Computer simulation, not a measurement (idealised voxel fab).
Process module heading - voxel released beams
Section cut is 290 nm wide and gridded with 5 nm square cells.
Throughout this document, each cross-section is represented as a grid of square cells and is presented as a sequence of bands enumerated from the top downward, where a band comprises one or more rows of cells.
Per band: top height and bottom height in nm, followed by the left-to-right materials and their widths in nm; "throughout" marks a single material spanning edge to edge, "blank" marks empty space.
Heights are reckoned from 0. Under this level, the received wafer is all of one material. The bottommost band is open-ended downward, for example "0 nm and below".
The width entry "30 to 40" should be interpreted row by row: the top row of cells in the band takes the first number, the bottom row takes the second number, and the change between adjacent rows is uniform throughout.
When a step is marked "identical to before", none of the cells in the cross-section changed during that step.
"Closed void listing" specifies each empty space that is not open to the top and that occupies no fewer than 8 cells, using the form width x height at distance, the distance measured from the left edge and all three quantities in nm.
Anything after a step's settings on that line? It's the simulator's own note about the step.
"overlay nm" on a masked step: distance the mask lay right of its planned place, negative for left.
Each of the pairs that make up the rest of this document says: here is the cross-section before one process step, here is the cross-section after it, drawn only down to the lowest band that changed, and here, under the pair, is the step lying between them with its settings. Different pairs may come from different runs of this module on the same starting wafer, so a pair continues from the pair above it only where its entry headed "Pre-step cross-section" says so.

## Pre-step cross-section
  0 nm and below  Si throughout
  Closed void listing: none

## Structure After Step
  10 nm to 0 nm  SiN throughout
  Everything under 0 stays put, no change at all.
  Closed void listing: none
Between the two cross-sections above, the process step reads CONFORMAL_DEP (material SiN; thk nm 10)

Pre-step cross-section: look at the pair above, its after cross-section is where this step starts.

## Structure After Step
  20 nm to 10 nm  SiO2 throughout
  Everything under 10 stays put, no change at all.
  Closed void listing: none
Between the two cross-sections above, the process step reads DIRECTIONAL_DEP (material SiO2; thk nm 10)

Pre-step cross-section: look at the pair above, its after cross-section is where this step starts.

## Structure After Step
  35 nm to 20 nm  resist 110 nm | blank 25 nm | resist 155 nm
  Everything under 20 stays put, no change at all.
  Closed void listing: none
Between the two cross-sections above, the process step reads PATTERN (tone open; mask id ANCHOR; material resist; width nm 25; thk nm 15; overlay nm 0)

Pre-step cross-section: look at the pair above, its after cross-section is where this step starts.

## Structure After Step
  35 nm to 20 nm  resist 110 nm | blank 25 nm | resist 155 nm
  20 nm to 10 nm  SiO2 110 nm | blank 25 nm | SiO2 155 nm
  Everything under 10 stays put, no change at all.
  Closed void listing: none
Between the two cross-sections above, the process step reads DIRECTIONAL_ETCH (etch materials SiO2; depth nm 10)

Pre-step cross-section: look at the pair above, its after cross-section is where this step starts.

## Structure After Step
  20 nm to 10 nm  SiO2 110 nm | blank 25 nm | SiO2 155 nm
  Everything under 10 stays put, no change at all.
  Closed void listing: none
Between the two cross-sections above, the process step reads STRIP (etch materials resist)

Pre-step cross-section: look at the pair above, its after cross-section is where this step starts.

## Structure After Step
  30 nm to 20 nm  W 120 nm | blank 5 nm | W 165 nm
  20 nm to 10 nm  SiO2 110 nm | W 25 nm | SiO2 155 nm
  Everything under 10 stays put, no change at all.
  Closed void listing: none
Between the two cross-sections above, the process step reads CONFORMAL_DEP (material W; thk nm 10)

Pre-step cross-section: look at the pair above, its after cross-section is where this step starts.

## Structure After Step
  45 nm to 30 nm  blank 105 nm | resist 75 nm | blank 110 nm
  30 nm to 20 nm  W 120 nm | resist 5 nm | W 165 nm
  Everything under 20 stays put, no change at all.
  Closed void listing: none
Between the two cross-sections above, the process step reads PATTERN (tone cover; mask id BEAM; material resist; width nm 75; thk nm 15; overlay nm 0)

Pre-step cross-section: look at the pair above, its after cross-section is where this step starts.

## Structure After Step
  45 nm to 30 nm  blank 105 nm | resist 75 nm | blank 110 nm
  30 nm to 20 nm  blank 105 nm | W 15 nm | resist 5 nm | W 55 nm | blank 110 nm
  Everything under 20 stays put, no change at all.
  Closed void listing: none
Between the two cross-sections above, the process step reads DIRECTIONAL_ETCH (etch materials W; depth nm 10)

Pre-step cross-section: look at the pair above, its after cross-section is where this step starts.

## Structure After Step
  30 nm to 20 nm  blank 105 nm | W 15 nm | blank 5 nm | W 55 nm | blank 110 nm
  Everything under 20 stays put, no change at all.
  Closed void listing: none
Between the two cross-sections above, the process step reads STRIP (etch materials resist)

Pre-step cross-section: look at the pair above, its after cross-section is where this step starts.

## Structure After Step
  30 nm to 20 nm  blank 105 nm | W 15 nm | blank 5 nm | W 55 nm | blank 110 nm
  20 nm to 10 nm  blank 110 nm | W 25 nm | blank 155 nm
  Everything under 10 stays put, no change at all.
  Closed void listing: none
Between the two cross-sections above, the process step reads STRIP (etch materials SiO2)

## Pre-step cross-section
  0 nm and below  Si throughout
  Closed void listing: none

## Structure After Step
  10 nm to 0 nm  SiO2 throughout
  Everything under 0 stays put, no change at all.
  Closed void listing: none
Between the two cross-sections above, the process step reads DIRECTIONAL_DEP (material SiO2; thk nm 10)

Pre-step cross-section: look at the pair above, its after cross-section is where this step starts.

## Structure After Step
  25 nm to 10 nm  resist 110 nm | blank 25 nm | resist 155 nm
  Everything under 10 stays put, no change at all.
  Closed void listing: none
Between the two cross-sections above, the process step reads PATTERN (tone open; mask id ANCHOR; material resist; width nm 25; thk nm 15; overlay nm 0)

Pre-step cross-section: look at the pair above, its after cross-section is where this step starts.

## Structure After Step
  25 nm to 10 nm  resist 110 nm | blank 25 nm | resist 155 nm
  10 nm to 0 nm  SiO2 110 nm | blank 25 nm | SiO2 155 nm
  Everything under 0 stays put, no change at all.
  Closed void listing: none
Between the two cross-sections above, the process step reads DIRECTIONAL_ETCH (etch materials SiO2; depth nm 10)

Pre-step cross-section: look at the pair above, its after cross-section is where this step starts.

## Structure After Step
  10 nm to 0 nm  SiO2 110 nm | blank 25 nm | SiO2 155 nm
  Everything under 0 stays put, no change at all.
  Closed void listing: none
Between the two cross-sections above, the process step reads STRIP (etch materials resist)

Pre-step cross-section: look at the pair above, its after cross-section is where this step starts.

## Structure After Step
  20 nm to 10 nm  W 120 nm | blank 5 nm | W 165 nm
  10 nm to 0 nm  SiO2 110 nm | W 25 nm | SiO2 155 nm
  Everything under 0 stays put, no change at all.
  Closed void listing: none
Between the two cross-sections above, the process step reads CONFORMAL_DEP (material W; thk nm 10)

Pre-step cross-section: look at the pair above, its after cross-section is where this step starts.

## Structure After Step
  35 nm to 20 nm  blank 105 nm | resist 75 nm | blank 110 nm
  20 nm to 10 nm  W 120 nm | resist 5 nm | W 165 nm
  Everything under 10 stays put, no change at all.
  Closed void listing: none
Between the two cross-sections above, the process step reads PATTERN (tone cover; mask id BEAM; material resist; width nm 75; thk nm 15; overlay nm 0)

Pre-step cross-section: look at the pair above, its after cross-section is where this step starts.

## Structure After Step
  35 nm to 20 nm  blank 105 nm | resist 75 nm | blank 110 nm
  20 nm to 10 nm  blank 105 nm | W 15 nm | resist 5 nm | W 55 nm | blank 110 nm
  Everything under 10 stays put, no change at all.
  Closed void listing: none
Between the two cross-sections above, the process step reads DIRECTIONAL_ETCH (etch materials W; depth nm 10)

Pre-step cross-section: look at the pair above, its after cross-section is where this step starts.

## Structure After Step
  20 nm to 10 nm  blank 105 nm | W 15 nm | blank 5 nm | W 55 nm | blank 110 nm
  Everything under 10 stays put, no change at all.
  Closed void listing: none
Between the two cross-sections above, the process step reads STRIP (etch materials resist)

Pre-step cross-section: look at the pair above, its after cross-section is where this step starts.

## Structure After Step
  20 nm to 10 nm  blank 105 nm | W 15 nm | blank 5 nm | W 55 nm | blank 110 nm
  10 nm to 0 nm  blank 110 nm | W 25 nm | blank 155 nm
  Everything under 0 stays put, no change at all.
  Closed void listing: none
Between the two cross-sections above, the process step reads STRIP (etch materials SiO2)

## Pre-step cross-section
  10 nm to 0 nm  SiO2 throughout
  0 nm and below  Si throughout
  Closed void listing: none

## Structure After Step
  20 nm to 10 nm  SiN throughout
  Everything under 10 stays put, no change at all.
  Closed void listing: none
Between the two cross-sections above, the process step reads CONFORMAL_DEP (material SiN; thk nm 10)

Pre-step cross-section: look at the pair above, its after cross-section is where this step starts.

## Structure After Step
  35 nm to 20 nm  resist 110 nm | blank 25 nm | resist 155 nm
  Everything under 20 stays put, no change at all.
  Closed void listing: none
Between the two cross-sections above, the process step reads PATTERN (tone open; mask id ANCHOR; material resist; width nm 25; thk nm 15; overlay nm 0)

Pre-step cross-section: look at the pair above, its after cross-section is where this step starts.

## Structure After Step
  20 nm to 10 nm  SiN throughout
  Everything under 10 stays put, no change at all.
  Closed void listing: none
Between the two cross-sections above, the process step reads STRIP (etch materials resist)

Pre-step cross-section: look at the pair above, its after cross-section is where this step starts.

## Structure After Step
  30 nm to 20 nm  W throughout
  Everything under 20 stays put, no change at all.
  Closed void listing: none
Between the two cross-sections above, the process step reads CONFORMAL_DEP (material W; thk nm 10)

Pre-step cross-section: look at the pair above, its after cross-section is where this step starts.

## Structure After Step
  45 nm to 30 nm  blank 105 nm | resist 75 nm | blank 110 nm
  Everything under 30 stays put, no change at all.
  Closed void listing: none
Between the two cross-sections above, the process step reads PATTERN (tone cover; mask id BEAM; material resist; width nm 75; thk nm 15; overlay nm 0)

Pre-step cross-section: look at the pair above, its after cross-section is where this step starts.

## Structure After Step
  45 nm to 30 nm  blank 105 nm | resist 75 nm | blank 110 nm
  30 nm to 20 nm  blank 105 nm | W 75 nm | blank 110 nm
  Everything under 20 stays put, no change at all.
  Closed void listing: none
Between the two cross-sections above, the process step reads DIRECTIONAL_ETCH (etch materials W; depth nm 10)

Pre-step cross-section: look at the pair above, its after cross-section is where this step starts.

## Structure After Step
  30 nm to 20 nm  blank 105 nm | W 75 nm | blank 110 nm
  Everything under 20 stays put, no change at all.
  Closed void listing: none
Between the two cross-sections above, the process step reads STRIP (etch materials resist)

## Pre-step cross-section
  10 nm to 0 nm  SiN throughout
  0 nm and below  Si throughout
  Closed void listing: none

## Structure After Step
  15 nm to 10 nm  SiO2 throughout
  Everything under 10 stays put, no change at all.
  Closed void listing: none
Between the two cross-sections above, the process step reads DIRECTIONAL_DEP (material SiO2; thk nm 5)

Pre-step cross-section: look at the pair above, its after cross-section is where this step starts.

## Structure After Step
  30 nm to 15 nm  resist 110 nm | blank 25 nm | resist 155 nm
  Everything under 15 stays put, no change at all.
  Closed void listing: none
Between the two cross-sections above, the process step reads PATTERN (tone open; mask id ANCHOR; material resist; width nm 25; thk nm 15; overlay nm 0)

Pre-step cross-section: look at the pair above, its after cross-section is where this step starts.

## Structure After Step
  30 nm to 15 nm  resist 110 nm | blank 25 nm | resist 155 nm
  15 nm to 10 nm  SiO2 110 nm | blank 25 nm | SiO2 155 nm
  Everything under 10 stays put, no change at all.
  Closed void listing: none
Between the two cross-sections above, the process step reads DIRECTIONAL_ETCH (etch materials SiO2; depth nm 10)

Pre-step cross-section: look at the pair above, its after cross-section is where this step starts.

## Structure After Step
  15 nm to 10 nm  SiO2 110 nm | blank 25 nm | SiO2 155 nm
  Everything under 10 stays put, no change at all.
  Closed void listing: none
Between the two cross-sections above, the process step reads STRIP (etch materials resist)

Pre-step cross-section: look at the pair above, its after cross-section is where this step starts.

## Structure After Step
  25 nm to 20 nm  W 120 nm | blank 5 nm | W 165 nm
  20 nm to 15 nm  W throughout
  15 nm to 10 nm  SiO2 110 nm | W 25 nm | SiO2 155 nm
  Everything under 10 stays put, no change at all.
  Closed void listing: none
Between the two cross-sections above, the process step reads CONFORMAL_DEP (material W; thk nm 10)

Pre-step cross-section: look at the pair above, its after cross-section is where this step starts.

## Structure After Step
  40 nm to 25 nm  blank 105 nm | resist 75 nm | blank 110 nm
  25 nm to 20 nm  W 120 nm | resist 5 nm | W 165 nm
  Everything under 20 stays put, no change at all.
  Closed void listing: none
Between the two cross-sections above, the process step reads PATTERN (tone cover; mask id BEAM; material resist; width nm 75; thk nm 15; overlay nm 0)

Pre-step cross-section: look at the pair above, its after cross-section is where this step starts.

## Structure After Step
  40 nm to 25 nm  blank 105 nm | resist 75 nm | blank 110 nm
  25 nm to 20 nm  blank 105 nm | W 15 nm | resist 5 nm | W 55 nm | blank 110 nm
  20 nm to 15 nm  blank 105 nm | W 75 nm | blank 110 nm
  Everything under 15 stays put, no change at all.
  Closed void listing: none
Between the two cross-sections above, the process step reads DIRECTIONAL_ETCH (etch materials W; depth nm 10)

Pre-step cross-section: look at the pair above, its after cross-section is where this step starts.

## Structure After Step
  25 nm to 20 nm  blank 105 nm | W 15 nm | blank 5 nm | W 55 nm | blank 110 nm
  Everything under 20 stays put, no change at all.
  Closed void listing: none
Between the two cross-sections above, the process step reads STRIP (etch materials resist)

Pre-step cross-section: look at the pair above, its after cross-section is where this step starts.

## Structure After Step
  25 nm to 20 nm  blank 105 nm | W 15 nm | blank 5 nm | W 55 nm | blank 110 nm
  20 nm to 10 nm  blank 105 to 110 nm | W 75 to 25 nm | blank 110 to 155 nm
  Everything under 10 stays put, no change at all.
  Closed void listing: none
Between the two cross-sections above, the process step reads STRIP (etch materials SiO2)

## Pre-step cross-section
  30 nm to 20 nm  W 120 nm | blank 5 nm | W 165 nm
  20 nm to 10 nm  SiO2 110 nm | W 25 nm | SiO2 155 nm
  10 nm to 0 nm  SiN throughout
  0 nm and below  Si throughout
  Closed void listing: none

## Structure After Step
  45 nm to 30 nm  blank 110 nm | resist 70 nm | blank 110 nm
  30 nm to 20 nm  W 120 nm | resist 5 nm | W 165 nm
  Everything under 20 stays put, no change at all.
  Closed void listing: none
Between the two cross-sections above, the process step reads PATTERN (tone cover; mask id BEAM; material resist; width nm 70; thk nm 15; overlay nm 0)

Pre-step cross-section: look at the pair above, its after cross-section is where this step starts.

## Structure After Step
  45 nm to 30 nm  blank 110 nm | resist 70 nm | blank 110 nm
  30 nm to 20 nm  blank 110 nm | W 10 nm | resist 5 nm | W 55 nm | blank 110 nm
  Everything under 20 stays put, no change at all.
  Closed void listing: none
Between the two cross-sections above, the process step reads DIRECTIONAL_ETCH (etch materials W; depth nm 10)

Pre-step cross-section: look at the pair above, its after cross-section is where this step starts.

## Structure After Step
  30 nm to 20 nm  blank 110 nm | W 10 nm | blank 5 nm | W 55 nm | blank 110 nm
  Everything under 20 stays put, no change at all.
  Closed void listing: none
Between the two cross-sections above, the process step reads STRIP (etch materials resist)

Pre-step cross-section: look at the pair above, its after cross-section is where this step starts.

## Structure After Step
  30 nm to 20 nm  blank 110 nm | W 10 nm | blank 5 nm | W 55 nm | blank 110 nm
  20 nm to 10 nm  blank 110 nm | W 25 nm | blank 155 nm
  Everything under 10 stays put, no change at all.
  Closed void listing: none
Between the two cross-sections above, the process step reads STRIP (etch materials SiO2)

## Pre-step cross-section
  20 nm to 10 nm  SiO2 throughout
  10 nm to 0 nm  SiN throughout
  0 nm and below  Si throughout
  Closed void listing: none

## Structure After Step
  35 nm to 20 nm  resist 120 nm | blank 25 nm | resist 145 nm
  Everything under 20 stays put, no change at all.
  Closed void listing: none
Between the two cross-sections above, the process step reads PATTERN (tone open; mask id ANCHOR; material resist; width nm 25; thk nm 15; overlay nm 10)

Pre-step cross-section: look at the pair above, its after cross-section is where this step starts.

## Structure After Step
  35 nm to 20 nm  resist 120 nm | blank 25 nm | resist 145 nm
  20 nm to 10 nm  SiO2 120 nm | blank 25 nm | SiO2 145 nm
  Everything under 10 stays put, no change at all.
  Closed void listing: none
Between the two cross-sections above, the process step reads DIRECTIONAL_ETCH (etch materials SiO2; depth nm 10)

Pre-step cross-section: look at the pair above, its after cross-section is where this step starts.

## Structure After Step
  20 nm to 10 nm  SiO2 120 nm | blank 25 nm | SiO2 145 nm
  Everything under 10 stays put, no change at all.
  Closed void listing: none
Between the two cross-sections above, the process step reads STRIP (etch materials resist)

Pre-step cross-section: look at the pair above, its after cross-section is where this step starts.

## Structure After Step
  30 nm to 20 nm  W 130 nm | blank 5 nm | W 155 nm
  20 nm to 10 nm  SiO2 120 nm | W 25 nm | SiO2 145 nm
  Everything under 10 stays put, no change at all.
  Closed void listing: none
Between the two cross-sections above, the process step reads CONFORMAL_DEP (material W; thk nm 10)

Pre-step cross-section: look at the pair above, its after cross-section is where this step starts.

## Structure After Step
  45 nm to 30 nm  blank 105 nm | resist 75 nm | blank 110 nm
  30 nm to 20 nm  W 130 nm | resist 5 nm | W 155 nm
  Everything under 20 stays put, no change at all.
  Closed void listing: none
Between the two cross-sections above, the process step reads PATTERN (tone cover; mask id BEAM; material resist; width nm 75; thk nm 15; overlay nm 0)

Pre-step cross-section: look at the pair above, its after cross-section is where this step starts.

## Structure After Step
  45 nm to 30 nm  blank 105 nm | resist 75 nm | blank 110 nm
  30 nm to 20 nm  blank 105 nm | W 25 nm | resist 5 nm | W 45 nm | blank 110 nm
  Everything under 20 stays put, no change at all.
  Closed void listing: none
Between the two cross-sections above, the process step reads DIRECTIONAL_ETCH (etch materials W; depth nm 10)

Pre-step cross-section: look at the pair above, its after cross-section is where this step starts.

## Structure After Step
  30 nm to 20 nm  blank 105 nm | W 25 nm | blank 5 nm | W 45 nm | blank 110 nm
  Everything under 20 stays put, no change at all.
  Closed void listing: none
Between the two cross-sections above, the process step reads STRIP (etch materials resist)

Pre-step cross-section: look at the pair above, its after cross-section is where this step starts.

## Structure After Step
  30 nm to 20 nm  blank 105 nm | W 25 nm | blank 5 nm | W 45 nm | blank 110 nm
  20 nm to 10 nm  blank 120 nm | W 25 nm | blank 145 nm
  Everything under 10 stays put, no change at all.
  Closed void listing: none
Between the two cross-sections above, the process step reads STRIP (etch materials SiO2)

## Pre-step cross-section
  0 nm and below  Si throughout
  Closed void listing: none

## Structure After Step
  10 nm to 0 nm  W throughout
  Everything under 0 stays put, no change at all.
  Closed void listing: none
Between the two cross-sections above, the process step reads CONFORMAL_DEP (material W; thk nm 10)

Pre-step cross-section: look at the pair above, its after cross-section is where this step starts.

## Structure After Step
  20 nm to 10 nm  SiO2 throughout
  Everything under 10 stays put, no change at all.
  Closed void listing: none
Between the two cross-sections above, the process step reads DIRECTIONAL_DEP (material SiO2; thk nm 10)

Pre-step cross-section: look at the pair above, its after cross-section is where this step starts.

## Structure After Step
  35 nm to 20 nm  resist 110 nm | blank 25 nm | resist 155 nm
  Everything under 20 stays put, no change at all.
  Closed void listing: none
Between the two cross-sections above, the process step reads PATTERN (tone open; mask id ANCHOR; material resist; width nm 25; thk nm 15; overlay nm 0)

Pre-step cross-section: look at the pair above, its after cross-section is where this step starts.

## Structure After Step
  35 nm to 20 nm  resist 110 nm | blank 25 nm | resist 155 nm
  20 nm to 10 nm  SiO2 110 nm | blank 25 nm | SiO2 155 nm
  Everything under 10 stays put, no change at all.
  Closed void listing: none
Between the two cross-sections above, the process step reads DIRECTIONAL_ETCH (etch materials SiO2; depth nm 10)

Pre-step cross-section: look at the pair above, its after cross-section is where this step starts.

## Structure After Step
  20 nm to 10 nm  SiO2 110 nm | blank 25 nm | SiO2 155 nm
  Everything under 10 stays put, no change at all.
  Closed void listing: none
Between the two cross-sections above, the process step reads STRIP (etch materials resist)

Pre-step cross-section: look at the pair above, its after cross-section is where this step starts.

## Structure After Step
  30 nm to 20 nm  W 120 nm | blank 5 nm | W 165 nm
  20 nm to 10 nm  SiO2 110 nm | W 25 nm | SiO2 155 nm
  Everything under 10 stays put, no change at all.
  Closed void listing: none
Between the two cross-sections above, the process step reads CONFORMAL_DEP (material W; thk nm 10)

Pre-step cross-section: look at the pair above, its after cross-section is where this step starts.

## Structure After Step
  45 nm to 30 nm  blank 105 nm | resist 75 nm | blank 110 nm
  30 nm to 20 nm  W 120 nm | resist 5 nm | W 165 nm
  Everything under 20 stays put, no change at all.
  Closed void listing: none
Between the two cross-sections above, the process step reads PATTERN (tone cover; mask id BEAM; material resist; width nm 75; thk nm 15; overlay nm 0)

Pre-step cross-section: look at the pair above, its after cross-section is where this step starts.

## Structure After Step
  45 nm to 30 nm  blank 105 nm | resist 75 nm | blank 110 nm
  30 nm to 20 nm  blank 105 nm | W 15 nm | resist 5 nm | W 55 nm | blank 110 nm
  Everything under 20 stays put, no change at all.
  Closed void listing: none
Between the two cross-sections above, the process step reads DIRECTIONAL_ETCH (etch materials W; depth nm 10)

Pre-step cross-section: look at the pair above, its after cross-section is where this step starts.

## Structure After Step
  30 nm to 20 nm  blank 105 nm | W 15 nm | blank 5 nm | W 55 nm | blank 110 nm
  Everything under 20 stays put, no change at all.
  Closed void listing: none
Between the two cross-sections above, the process step reads STRIP (etch materials resist)

Pre-step cross-section: look at the pair above, its after cross-section is where this step starts.

## Structure After Step
  30 nm to 20 nm  blank 105 nm | W 15 nm | blank 5 nm | W 55 nm | blank 110 nm
  20 nm to 10 nm  blank 110 nm | W 25 nm | blank 155 nm
  Everything under 10 stays put, no change at all.
  Closed void listing: none
Between the two cross-sections above, the process step reads STRIP (etch materials SiO2)

## Pre-step cross-section
  20 nm to 10 nm  SiO2 throughout
  10 nm to 0 nm  SiN throughout
  0 nm and below  Si throughout
  Closed void listing: none

## Structure After Step
  35 nm to 20 nm  blank 110 nm | resist 25 nm | blank 155 nm
  Everything under 20 stays put, no change at all.
  Closed void listing: none
Between the two cross-sections above, the process step reads PATTERN (tone cover; mask id ANCHOR; material resist; width nm 25; thk nm 15; overlay nm 0)

Pre-step cross-section: look at the pair above, its after cross-section is where this step starts.

## Structure After Step
  35 nm to 20 nm  blank 110 nm | resist 25 nm | blank 155 nm
  20 nm to 10 nm  blank 110 nm | SiO2 25 nm | blank 155 nm
  Everything under 10 stays put, no change at all.
  Closed void listing: none
Between the two cross-sections above, the process step reads DIRECTIONAL_ETCH (etch materials SiO2; depth nm 10)

Pre-step cross-section: look at the pair above, its after cross-section is where this step starts.

## Structure After Step
  20 nm to 10 nm  blank 110 nm | SiO2 25 nm | blank 155 nm
  Everything under 10 stays put, no change at all.
  Closed void listing: none
Between the two cross-sections above, the process step reads STRIP (etch materials resist)

Pre-step cross-section: look at the pair above, its after cross-section is where this step starts.

## Structure After Step
  30 nm to 20 nm  blank 100 nm | W 45 nm | blank 145 nm
  20 nm to 10 nm  W 110 nm | SiO2 25 nm | W 155 nm
  Everything under 10 stays put, no change at all.
  Closed void listing: none
Between the two cross-sections above, the process step reads CONFORMAL_DEP (material W; thk nm 10)

Pre-step cross-section: look at the pair above, its after cross-section is where this step starts.

## Structure After Step
  45 nm to 30 nm  blank 105 nm | resist 75 nm | blank 110 nm
  30 nm to 20 nm  blank 100 nm | W 45 nm | resist 35 nm | blank 110 nm
  Everything under 20 stays put, no change at all.
  Closed void listing: none
Between the two cross-sections above, the process step reads PATTERN (tone cover; mask id BEAM; material resist; width nm 75; thk nm 15; overlay nm 0)

Pre-step cross-section: look at the pair above, its after cross-section is where this step starts.

## Structure After Step
  45 nm to 30 nm  blank 105 nm | resist 75 nm | blank 110 nm
  30 nm to 20 nm  blank 105 nm | W 40 nm | resist 35 nm | blank 110 nm
  20 nm to 10 nm  blank 100 nm | W 10 nm | SiO2 25 nm | W 45 nm | blank 110 nm
  Everything under 10 stays put, no change at all.
  Closed void listing: none
Between the two cross-sections above, the process step reads DIRECTIONAL_ETCH (etch materials W; depth nm 10)

Pre-step cross-section: look at the pair above, its after cross-section is where this step starts.

## Structure After Step
  30 nm to 20 nm  blank 105 nm | W 40 nm | blank 145 nm
  Everything under 20 stays put, no change at all.
  Closed void listing: none
Between the two cross-sections above, the process step reads STRIP (etch materials resist)
